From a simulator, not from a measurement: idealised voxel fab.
Process module in this document: voxel self aligned contacts
cross-section cut | 200 nm wide | cells 5 nm
Cross-section, as written here: a square-cell grid given band by band from the top down, where a band holds one or more rows of cells.
A band entry consists of two parts. The first gives the height of the band's top and the height of its bottom, in nm. The rest lists the band's materials from left to right, each with its width in nm. A single material labelled with the word "everywhere" fills the band from edge to edge, and the word "air" marks empty space.
Heights are measured from 0, the level below which the as-received wafer is all one material; the lowest band has no bottom and continues downward, written as in "0 nm and below".
Note: "30->40" means the width goes from the first number (top row of the band) to the second number (bottom row) in equal steps per row of cells.
Where a step carries "no modifications", the cross-section came out of it unchanged, cell for cell.
Voids not open to the top, 8 cells minimum: see "Enclosed void listing". Written width x height at distance; distance is from the left edge; nm.
On each step's line, the part that comes after the settings is the simulator's own comment on the step.
overlay nm, on a step with a mask: how far to the right of its planned place the mask lay; to the left if negative

[The planned process steps are enumerated hereunder]
step 1: RECEIVE (material Si)
step 2: CONFORMAL_DEP (material SiO2; thk nm 5)
step 3: DIRECTIONAL_DEP (material polySi; thk nm 20)
step 4: DIRECTIONAL_DEP (material SiN; thk nm 20)
step 5: PATTERN (tone cover; mask id GATE; material resist; width nm 35; pitch nm 70; thk nm 20; overlay nm 0)
step 6: DIRECTIONAL_ETCH (etch materials SiN; depth nm 20)
step 7: DIRECTIONAL_ETCH (etch materials polySi; depth nm 20)
step 8: STRIP (etch materials resist)
step 9: CONFORMAL_DEP (material SiN; thk nm 5)
step 10: DIRECTIONAL_ETCH (etch materials SiN; depth nm 5)
step 11: FILL_DEP (material SiO2; thk nm 20)
step 12: CMP (height nm 55)
step 13: MASKED_ETCH (tone open; mask id CONTACT; width nm 55; etch materials SiO2; depth nm 55; overlay nm 0)
step 14: CONFORMAL_DEP (material TiN; thk nm 5)
step 15: FILL_DEP (material Ru; thk nm 5)
step 16: CMP (height nm 55)
step 17: CONFORMAL_DEP (material SiN; thk nm 5)

[As-received wafer cross-section (after step 1)]
  0 nm and below  Si everywhere
  Enclosed void listing: none

[Here's the cross-section of the first of our two wafers at the end of the module - it ran as planned]
  60 nm to 55 nm  SiN everywhere
  55 nm to 45 nm  70 SiO2 | 5->20 TiN | 45->15 Ru | 5->20 TiN | 75 SiO2
  45 nm to 25 nm  40 SiO2 | 45 SiN | 5 TiN | 15 Ru | 5 TiN | 45 SiN | 45 SiO2
  25 nm to 5 nm  40 SiO2 | 5 SiN | 35 polySi | 5 SiN | 5 TiN | 15 Ru | 5 TiN | 5 SiN | 35 polySi | 5 SiN | 45 SiO2
  5 nm to 0 nm  85 SiO2 | 25 TiN | 90 SiO2
  0 nm and below  Si everywhere
  Enclosed void listing: none

[Cross-sectional image of the second wafer of the two following completion of the module. Starting state and process plan were the same as for the first wafer; one execution error occurred]
  60 nm to 55 nm  SiN everywhere
  55 nm to 45 nm  70 SiO2 | 5->25 TiN | 45->5 Ru | 5->25 TiN | 75 SiO2
  45 nm to 25 nm  35 SiO2 | 55 SiN | 5 TiN | 5 Ru | 5 TiN | 55 SiN | 40 SiO2
  25 nm to 5 nm  35 SiO2 | 5 SiN | 45 polySi | 5 SiN | 5 TiN | 5 Ru | 5 TiN | 5 SiN | 45 polySi | 5 SiN | 40 SiO2
  5 nm to 0 nm  90 SiO2 | 15 TiN | 95 SiO2
  0 nm and below  Si everywhere
  Enclosed void listing: none
Want to know what went wrong? step 5 ran as: PATTERN (tone cover; mask id GATE; material resist; width nm 45; pitch nm 70; thk nm 20; overlay nm 0)
Wrapping up, a cell-based count of both wafers puts the second over or under the first for these materials: -18 Ru, +16 SiN, -14 SiO2, +16 polySi
